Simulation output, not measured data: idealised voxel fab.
The following process module bears the name voxel transistor to metal.
FYI the section here is cut, 160 nm wide, cells are 5 nm squares.
A cross-section in this document is a grid of square cells, and it is written down as bands, the top band listed before the ones below it; a band is made up of one or more rows of cells.
This entry defines a band. It first specifies the height of the band's top and the height of its bottom in nm, and then specifies the band's materials from left to right, stating each material with its width in nm. The word "edge to edge" identifies a single material that fills the band from edge to edge, while the word "blank" identifies empty space.
Heights from 0 (as-received wafer is one material below). Bottom band endless downward, as "0 and below".
The expression "30..40" gives the width at the extremes of the band, the first number at its top row of cells and the second at its bottom row, with the width changing by equal amounts from each row to the next in between.
Reading "everything unchanged" for a step: not a cell of the cross-section changed in it.
Any empty space of 8 cells or more lacking an open way to the top shows up in "Closed void entries" as width x height at distance, distance from the left edge, in nm.
Heads up: the bit after the settings on a step's line is the simulator's remark on that step.
Steps that use a mask can have "overlay nm" on their line. It says how far the mask sat to the right of where it was meant to be. Negative means to the left.
Process steps (planned)
1: RECEIVE, material Si
2: OXIDIZE, depth nm 5
3: CONFORMAL_DEP, material SiN, thk nm 15
4: DIRECTIONAL_DEP, material aC, thk nm 10
5: PATTERN, tone cover, mask id ACTIVE, material resist, width nm 125, thk nm 30, overlay nm 0
6: DIRECTIONAL_ETCH, etch materials aC, depth nm 10
7: STRIP, etch materials resist
8: DIRECTIONAL_ETCH, etch materials SiN, depth nm 15
9: DIRECTIONAL_ETCH, etch materials SiO2, depth nm 5
10: DIRECTIONAL_ETCH, etch materials Si, depth nm 30
11: STRIP, etch materials aC
12: OXIDIZE, depth nm 5
13: FILL_DEP, material SiO2, thk nm 15
14: CMP, height nm 15
15: SELECTIVE_ETCH, etch materials SiO2, depth nm 10
16: STRIP, etch materials SiN
17: SELECTIVE_ETCH, etch materials SiO2, depth nm 5
18: OXIDIZE, depth nm 5
19: DIRECTIONAL_DEP, material polySi, thk nm 20
20: DIRECTIONAL_DEP, material SiCN, thk nm 10
21: DIRECTIONAL_DEP, material aC, thk nm 10
22: PATTERN, tone cover, mask id GATE, material resist, width nm 25, thk nm 30, overlay nm 0
23: DIRECTIONAL_ETCH, etch materials aC, depth nm 10
24: STRIP, etch materials resist
25: DIRECTIONAL_ETCH, etch materials SiCN, depth nm 20
26: DIRECTIONAL_ETCH, etch materials polySi, depth nm 30
27: STRIP, etch materials aC
28: CONFORMAL_DEP, material SiO2, thk nm 5
29: DIRECTIONAL_ETCH, etch materials SiO2, depth nm 5
30: CONFORMAL_DEP, material SiN, thk nm 5
31: DIRECTIONAL_ETCH, etch materials SiN, depth nm 5
32: DIRECTIONAL_ETCH, etch materials SiO2, depth nm 5
33: DIRECTIONAL_ETCH, etch materials Si, depth nm 5
34: EPI, material nSi, thk nm 5
35: FILL_DEP, material SiO2, thk nm 10
36: CMP, height nm 25
37: DIRECTIONAL_DEP, material SiO2, thk nm 15
38: MASKED_ETCH, tone open, mask id CONTACT, width nm 20, pitch nm 85, etch materials SiO2, depth nm 50, overlay nm 0
39: CONFORMAL_DEP, material TiN, thk nm 5
40: FILL_DEP, material Ru, thk nm 5
41: CMP, height nm 40
42: DIRECTIONAL_DEP, material TiN, thk nm 5
43: DIRECTIONAL_DEP, material Ru, thk nm 20
44: PATTERN, tone cover, mask id METAL_1, material resist, width nm 20, pitch nm 85, thk nm 20, overlay nm 0
45: DIRECTIONAL_ETCH, etch materials Ru, depth nm 20
46: DIRECTIONAL_ETCH, etch materials TiN, depth nm 5
47: STRIP, etch materials resist
48: CONFORMAL_DEP, material SiN, thk nm 5
49: FILL_DEP, material SiO2, thk nm 10
50: CMP, height nm 65
51: CONFORMAL_DEP, material SiCN, thk nm 5
Cross-section of the incoming wafer, state after step 1
  0 and below = Si edge to edge
  Closed void entries: none
Final cross-section, module run with one mistake (start and plan as above)
  70 down to 65 = SiCN edge to edge
  65 down to 45 = 20 SiO2, then 5 SiN, then 20 Ru, then 5 SiN, then 55 SiO2, then 5 SiN, then 20 Ru, then 5 SiN, then 25 SiO2
  45 down to 40 = 25 SiN, then 20 TiN, then 65 SiN, then 20 TiN, then 30 SiN
  40 down to 25 = 25 SiO2, then 5 TiN, then 10 Ru, then 5 TiN, then 65 SiO2, then 5 TiN, then 10 Ru, then 5 TiN, then 30 SiO2
  25 down to 20 = 25 SiO2, then 5 TiN, then 10 Ru, then 5 TiN, then 10 SiO2, then 5 SiN, then 5 SiO2, then 25 polySi, then 5 SiO2, then 5 SiN, then 10 SiO2, then 5 TiN, then 10 Ru, then 5 TiN, then 30 SiO2
  20 down to 15 = 25 SiO2, then 20 TiN, then 10 SiO2, then 5 SiN, then 5 SiO2, then 25 polySi, then 5 SiO2, then 5 SiN, then 10 SiO2, then 20 TiN, then 30 SiO2
  15 down to 0 = 15 SiO2, then 125 SiN, then 20 SiO2
  0 down to -5 = SiO2 edge to edge
  -5 down to -40 = 20 SiO2, then 115 Si, then 25 SiO2
  -40 and below = Si edge to edge
  Closed void entries: none
What went wrong in running the wafer? not run: step 14 of the plan (skipped)
